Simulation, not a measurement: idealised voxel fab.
Module name: voxel transistor to metal (process module)
Each square cell in cross-section cut measures 5 nm, and the section as a whole is 160 nm wide.
Cross-section layout: square cells on a grid; listed as bands, top to bottom; a band spans one or more cell rows.
First you get the band's top height and its bottom height, in nm, and then the materials it's made of, left to right, with each width in nm. If you see a single material with "everywhere", that one covers the band edge to edge. "blank" is empty space.
Measure heights from 0. That's the level where, below it, the as-received wafer is all one material. The lowest band is bottomless and extends downward; write it as in "0 down".
A width such as "30->40" changes by the same amount from each row of cells to the next, from the band's top row to its bottom row.
For the purposes of this document, the phrase "remains unaltered" attached to a step denotes that no cell within the cross-section was modified by that step.
Each empty space that has no open way to the top and spans at least 8 cells appears under "Enclosed internal voids" as width x height at distance, the distance counted from the left edge, all in nm.
after a step's settings: what the simulator itself notes on the step
A step's line can hold "overlay nm"; with a mask on that step, the setting says how far right of the planned place the mask lay, while a negative setting says it lay to the left.

-- List of planned process steps
1,RECEIVE,material Si
2,CONFORMAL_DEP,material SiO2,thk nm 5
3,CONFORMAL_DEP,material SiN,thk nm 10
4,MASKED_ETCH,tone cover,mask id ACTIVE,width nm 115,etch materials SiN,depth nm 10,overlay nm 0
5,MASKED_ETCH,tone cover,mask id ACTIVE,width nm 115,etch materials SiO2,depth nm 5,overlay nm 0
6,MASKED_ETCH,tone cover,mask id ACTIVE,width nm 115,etch materials Si,depth nm 30,overlay nm 0
7,OXIDIZE,depth nm 5
8,FILL_DEP,material SiO2,thk nm 15
9,CMP,height nm 15
10,SELECTIVE_ETCH,etch materials SiO2,depth nm 10
11,STRIP,etch materials SiN
12,SELECTIVE_ETCH,etch materials SiO2,depth nm 5
13,OXIDIZE,depth nm 5
14,DIRECTIONAL_DEP,material polySi,thk nm 25
15,DIRECTIONAL_DEP,material SiCN,thk nm 10
16,PATTERN,tone cover,mask id GATE,material resist,width nm 25,thk nm 20,overlay nm 0
17,DIRECTIONAL_ETCH,etch materials SiCN,depth nm 20
18,DIRECTIONAL_ETCH,etch materials polySi,depth nm 35
19,STRIP,etch materials resist
20,CONFORMAL_DEP,material SiO2,thk nm 5
21,DIRECTIONAL_ETCH,etch materials SiO2,depth nm 5
22,CONFORMAL_DEP,material SiN,thk nm 5
23,DIRECTIONAL_ETCH,etch materials SiN,depth nm 5
24,DIRECTIONAL_ETCH,etch materials SiO2,depth nm 5
25,EPI,material pSi,thk nm 5
26,FILL_DEP,material SiO2,thk nm 10
27,CMP,height nm 35
28,DIRECTIONAL_DEP,material SiO2,thk nm 10
29,MASKED_ETCH,tone open,mask id CONTACT,width nm 35,pitch nm 70,etch materials SiO2,depth nm 45,overlay nm 0
30,CONFORMAL_DEP,material TiN,thk nm 5
31,FILL_DEP,material Ru,thk nm 10
32,CMP,height nm 45
33,CONFORMAL_DEP,material SiN,thk nm 5
34,DIRECTIONAL_DEP,material lowk,thk nm 20
35,PATTERN,tone open,mask id METAL_1,material resist,width nm 20,pitch nm 85,thk nm 20,overlay nm 0
36,DIRECTIONAL_ETCH,etch materials lowk,depth nm 20
37,DIRECTIONAL_ETCH,etch materials SiN,depth nm 5
38,STRIP,etch materials resist
39,CONFORMAL_DEP,material TiN,thk nm 5
40,FILL_DEP,material W,thk nm 5
41,CMP,height nm 70
42,EPI,material Ru,thk nm 5
43,FILL_DEP,material SiCN,thk nm 5

-- First of two wafers, with the run carried out as planned

-- Cross-section of the wafer at receipt, which is the condition after step 1
* 0 down  Si everywhere
* Enclosed internal voids: none

-- After step 2, in cross-section
* 5 to 0  SiO2 everywhere
* Unchanged below 0.

-- After step 3, in cross-section
* 15 to 5  SiN everywhere
* Unchanged below 5.

-- After step 4, in cross-section
* 15 to 5  blank 20, then SiN 115, then blank 25
* Unchanged below 5.

-- After step 5, in cross-section
* 15 to 5  blank 20, then SiN 115, then blank 25
* 5 to 0  blank 20, then SiO2 115, then blank 25
* Unchanged below 0.

-- After step 6, in cross-section
* 15 to 5  blank 20, then SiN 115, then blank 25
* 5 to 0  blank 20, then SiO2 115, then blank 25
* 0 to -30  blank 20, then Si 115, then blank 25
* Unchanged below -30.

-- After step 7, in cross-section
* 15 to 5  blank 20, then SiN 115, then blank 25
* 5 to 0  blank 20, then SiO2 115, then blank 25
* 0 to -30  blank 20, then SiO2 5, then Si 105, then SiO2 5, then blank 25
* -30 to -35  SiO2 25, then Si 105, then SiO2 30
* Unchanged below -35.

-- After step 8, in cross-section
* 30 to 15  SiO2 everywhere
* 15 to 5  SiO2 20, then SiN 115, then SiO2 25
* 5 to 0  SiO2 everywhere
* 0 to -35  SiO2 25, then Si 105, then SiO2 30
* Unchanged below -35.

-- After step 9, in cross-section
* 15 to 5  SiO2 20, then SiN 115, then SiO2 25
* Unchanged below 5.

-- After step 10, in cross-section
* 15 to 5  blank 20, then SiN 115, then blank 25
* Unchanged below 5.

-- After step 11, in cross-section
* 5 to 0  SiO2 everywhere
* Unchanged below 0.

-- After step 12, in cross-section
* 0 to -35  SiO2 25, then Si 105, then SiO2 30
* Unchanged below -35.

-- After step 13, in cross-section
* 0 to -5  SiO2 everywhere
* Unchanged below -5.

-- After step 14, in cross-section
* 25 to 0  polySi everywhere
* Unchanged below 0.

-- After step 15, in cross-section
* 35 to 25  SiCN everywhere
* Unchanged below 25.

-- After step 16, in cross-section
* 55 to 35  blank 65, then resist 25, then blank 70
* Unchanged below 35.

-- After step 17, in cross-section
* 55 to 35  blank 65, then resist 25, then blank 70
* 35 to 25  blank 65, then SiCN 25, then blank 70
* Unchanged below 25.

-- After step 18, in cross-section
* 55 to 35  blank 65, then resist 25, then blank 70
* 35 to 25  blank 65, then SiCN 25, then blank 70
* 25 to 0  blank 65, then polySi 25, then blank 70
* Unchanged below 0.

-- After step 19, in cross-section
* 35 to 25  blank 65, then SiCN 25, then blank 70
* Unchanged below 25.

-- After step 20, in cross-section
* 40 to 35  blank 60, then SiO2 35, then blank 65
* 35 to 25  blank 60, then SiO2 5, then SiCN 25, then SiO2 5, then blank 65
* 25 to 5  blank 60, then SiO2 5, then polySi 25, then SiO2 5, then blank 65
* 5 to 0  SiO2 65, then polySi 25, then SiO2 70
* Unchanged below 0.

-- After step 21, in cross-section
* 35 to 25  blank 60, then SiO2 5, then SiCN 25, then SiO2 5, then blank 65
* 25 to 0  blank 60, then SiO2 5, then polySi 25, then SiO2 5, then blank 65
* Unchanged below 0.

-- After step 22, in cross-section
* 40 to 35  blank 55, then SiN 45, then blank 60
* 35 to 25  blank 55, then SiN 5, then SiO2 5, then SiCN 25, then SiO2 5, then SiN 5, then blank 60
* 25 to 5  blank 55, then SiN 5, then SiO2 5, then polySi 25, then SiO2 5, then SiN 5, then blank 60
* 5 to 0  SiN 60, then SiO2 5, then polySi 25, then SiO2 5, then SiN 65
* Unchanged below 0.

-- After step 23, in cross-section
* 35 to 25  blank 55, then SiN 5, then SiO2 5, then SiCN 25, then SiO2 5, then SiN 5, then blank 60
* 25 to 0  blank 55, then SiN 5, then SiO2 5, then polySi 25, then SiO2 5, then SiN 5, then blank 60
* Unchanged below 0.

-- After step 24, in cross-section
* 35 to 30  blank 55, then SiN 5, then blank 5, then SiCN 25, then blank 5, then SiN 5, then blank 60
* 30 to 25  blank 55, then SiN 5, then SiO2 5, then SiCN 25, then SiO2 5, then SiN 5, then blank 60
* 25 to 0  blank 55, then SiN 5, then SiO2 5, then polySi 25, then SiO2 5, then SiN 5, then blank 60
* 0 to -5  blank 55, then SiO2 45, then blank 60
* Unchanged below -5.

-- After step 25, in cross-section
* 35 to 30  blank 55, then SiN 5, then blank 5, then SiCN 25, then blank 5, then SiN 5, then blank 60
* 30 to 25  blank 55, then SiN 5, then SiO2 5, then SiCN 25, then SiO2 5, then SiN 5, then blank 60
* 25 to 0  blank 55, then SiN 5, then SiO2 5, then polySi 25, then SiO2 5, then SiN 5, then blank 60
* 0 to -5  blank 20, then pSi 35, then SiO2 45, then pSi 35, then blank 25
* Unchanged below -5.

-- After step 26, in cross-section
* 45 to 35  SiO2 everywhere
* 35 to 25  SiO2 55, then SiN 5, then SiO2 5, then SiCN 25, then SiO2 5, then SiN 5, then SiO2 60
* 25 to 0  SiO2 55, then SiN 5, then SiO2 5, then polySi 25, then SiO2 5, then SiN 5, then SiO2 60
* 0 to -5  SiO2 20, then pSi 35, then SiO2 45, then pSi 35, then SiO2 25
* Unchanged below -5.

-- After step 27, in cross-section
* 35 to 25  SiO2 55, then SiN 5, then SiO2 5, then SiCN 25, then SiO2 5, then SiN 5, then SiO2 60
* Unchanged below 25.

-- After step 28, in cross-section
* 45 to 35  SiO2 everywhere
* Unchanged below 35.

-- After step 29, in cross-section
* 45 to 35  SiO2 25, then blank 35, then SiO2 35, then blank 35, then SiO2 30
* 35 to 25  SiO2 25, then blank 30, then SiN 5, then SiO2 5, then SiCN 25, then SiO2 5, then SiN 5, then blank 30, then SiO2 30
* 25 to 0  SiO2 25, then blank 30, then SiN 5, then SiO2 5, then polySi 25, then SiO2 5, then SiN 5, then blank 30, then SiO2 30
* Unchanged below 0.

-- After step 30, in cross-section
* 50 to 45  TiN 30, then blank 25, then TiN 45, then blank 25, then TiN 35
* 45 to 35  SiO2 25, then TiN 5, then blank 25->20, then TiN 5->10, then SiO2 35, then TiN 5->10, then blank 25->20, then TiN 5, then SiO2 30
* 35 to 25  SiO2 25, then TiN 5, then blank 20, then TiN 5, then SiN 5, then SiO2 5, then SiCN 25, then SiO2 5, then SiN 5, then TiN 5, then blank 20, then TiN 5, then SiO2 30
* 25 to 5  SiO2 25, then TiN 5, then blank 20, then TiN 5, then SiN 5, then SiO2 5, then polySi 25, then SiO2 5, then SiN 5, then TiN 5, then blank 20, then TiN 5, then SiO2 30
* 5 to 0  SiO2 25, then TiN 30, then SiN 5, then SiO2 5, then polySi 25, then SiO2 5, then SiN 5, then TiN 30, then SiO2 30
* Unchanged below 0.

-- After step 31, in cross-section
* 60 to 50  Ru everywhere
* 50 to 45  TiN 30, then Ru 25, then TiN 45, then Ru 25, then TiN 35
* 45 to 35  SiO2 25, then TiN 5, then Ru 25->20, then TiN 5->10, then SiO2 35, then TiN 5->10, then Ru 25->20, then TiN 5, then SiO2 30
* 35 to 25  SiO2 25, then TiN 5, then Ru 20, then TiN 5, then SiN 5, then SiO2 5, then SiCN 25, then SiO2 5, then SiN 5, then TiN 5, then Ru 20, then TiN 5, then SiO2 30
* 25 to 5  SiO2 25, then TiN 5, then Ru 20, then TiN 5, then SiN 5, then SiO2 5, then polySi 25, then SiO2 5, then SiN 5, then TiN 5, then Ru 20, then TiN 5, then SiO2 30
* Unchanged below 5.

-- After step 32, in cross-section
* 45 to 35  SiO2 25, then TiN 5, then Ru 25->20, then TiN 5->10, then SiO2 35, then TiN 5->10, then Ru 25->20, then TiN 5, then SiO2 30
* Unchanged below 35.

-- After step 33, in cross-section
* 50 to 45  SiN everywhere
* Unchanged below 45.

-- After step 34, in cross-section
* 70 to 50  lowk everywhere
* Unchanged below 50.

-- After step 35, in cross-section
* 90 to 70  resist 25, then blank 20, then resist 65, then blank 20, then resist 30
* Unchanged below 70.

-- After step 36, in cross-section
* 90 to 70  resist 25, then blank 20, then resist 65, then blank 20, then resist 30
* 70 to 50  lowk 25, then blank 20, then lowk 65, then blank 20, then lowk 30
* Unchanged below 50.

-- After step 37, in cross-section
* 90 to 70  resist 25, then blank 20, then resist 65, then blank 20, then resist 30
* 70 to 50  lowk 25, then blank 20, then lowk 65, then blank 20, then lowk 30
* 50 to 45  SiN 25, then blank 20, then SiN 65, then blank 20, then SiN 30
* Unchanged below 45.

-- After step 38, in cross-section
* 70 to 50  lowk 25, then blank 20, then lowk 65, then blank 20, then lowk 30
* Unchanged below 50.

-- After step 39, in cross-section
* 75 to 70  TiN 30, then blank 10, then TiN 75, then blank 10, then TiN 35
* 70 to 50  lowk 25, then TiN 5, then blank 10, then TiN 5, then lowk 65, then TiN 5, then blank 10, then TiN 5, then lowk 30
* 50 to 45  SiN 25, then TiN 20, then SiN 65, then TiN 20, then SiN 30
* Unchanged below 45.

-- After step 40, in cross-section
* 80 to 75  W everywhere
* 75 to 70  TiN 30, then W 10, then TiN 75, then W 10, then TiN 35
* 70 to 50  lowk 25, then TiN 5, then W 10, then TiN 5, then lowk 65, then TiN 5, then W 10, then TiN 5, then lowk 30
* Unchanged below 50.

-- After step 41, in cross-section
* 70 to 50  lowk 25, then TiN 5, then W 10, then TiN 5, then lowk 65, then TiN 5, then W 10, then TiN 5, then lowk 30
* Unchanged below 50.

-- After step 42, in cross-section
* 75 to 70  blank 20, then Ru 30, then blank 55, then Ru 30, then blank 25
* Unchanged below 70.

-- After step 43, in cross-section
* 80 to 75  SiCN everywhere
* 75 to 70  SiCN 20, then Ru 30, then SiCN 55, then Ru 30, then SiCN 25
* Unchanged below 70.

-- The second wafer began exactly as the first did and followed the same plan, but one mistake was made while running it; through step 32 inclusive, the two wafers are identical

-- Second wafer, sectioned view, at step 33's planned end time
* 65 to 45  lowk everywhere
* Unchanged below 45.

-- Second wafer, sectioned view, at step 34's planned end time
* 70 to 65  SiN everywhere
* Unchanged below 65.

-- Second wafer, sectioned view, at step 35's planned end time
* 90 to 70  resist 25, then blank 20, then resist 65, then blank 20, then resist 30
* Unchanged below 70.

Second wafer, sectioned view, at step 36's planned end time: remains unaltered

-- Second wafer, sectioned view, at step 37's planned end time
* 90 to 70  resist 25, then blank 20, then resist 65, then blank 20, then resist 30
* 70 to 65  SiN 25, then blank 20, then SiN 65, then blank 20, then SiN 30
* Unchanged below 65.

-- Second wafer, sectioned view, at step 38's planned end time
* 70 to 65  SiN 25, then blank 20, then SiN 65, then blank 20, then SiN 30
* Unchanged below 65.

-- Second wafer, sectioned view, at step 39's planned end time
* 75 to 70  TiN 30, then blank 10, then TiN 75, then blank 10, then TiN 35
* 70 to 65  SiN 25, then TiN 20, then SiN 65, then TiN 20, then SiN 30
* Unchanged below 65.

-- Second wafer, sectioned view, at step 40's planned end time
* 80 to 75  W everywhere
* 75 to 70  TiN 30, then W 10, then TiN 75, then W 10, then TiN 35
* Unchanged below 70.

-- Second wafer, sectioned view, at step 41's planned end time
* 70 to 65  SiN 25, then TiN 20, then SiN 65, then TiN 20, then SiN 30
* Unchanged below 65.

-- Second wafer, sectioned view, at step 42's planned end time
* 75 to 70  blank 20, then Ru 30, then blank 55, then Ru 30, then blank 25
* Unchanged below 70.

-- Second wafer, sectioned view, at step 43's planned end time
* 80 to 75  SiCN everywhere
* 75 to 70  SiCN 20, then Ru 30, then SiCN 55, then Ru 30, then SiCN 25
* Unchanged below 70.
Here's what went sideways: the processing plan was not followed for steps 33 and 34, which were run with their positions exchanged
Counted in cells at the end, the second wafer holds more or fewer of these materials than the first: TiN: 16 fewer | W: 16 fewer | lowk: 32 more
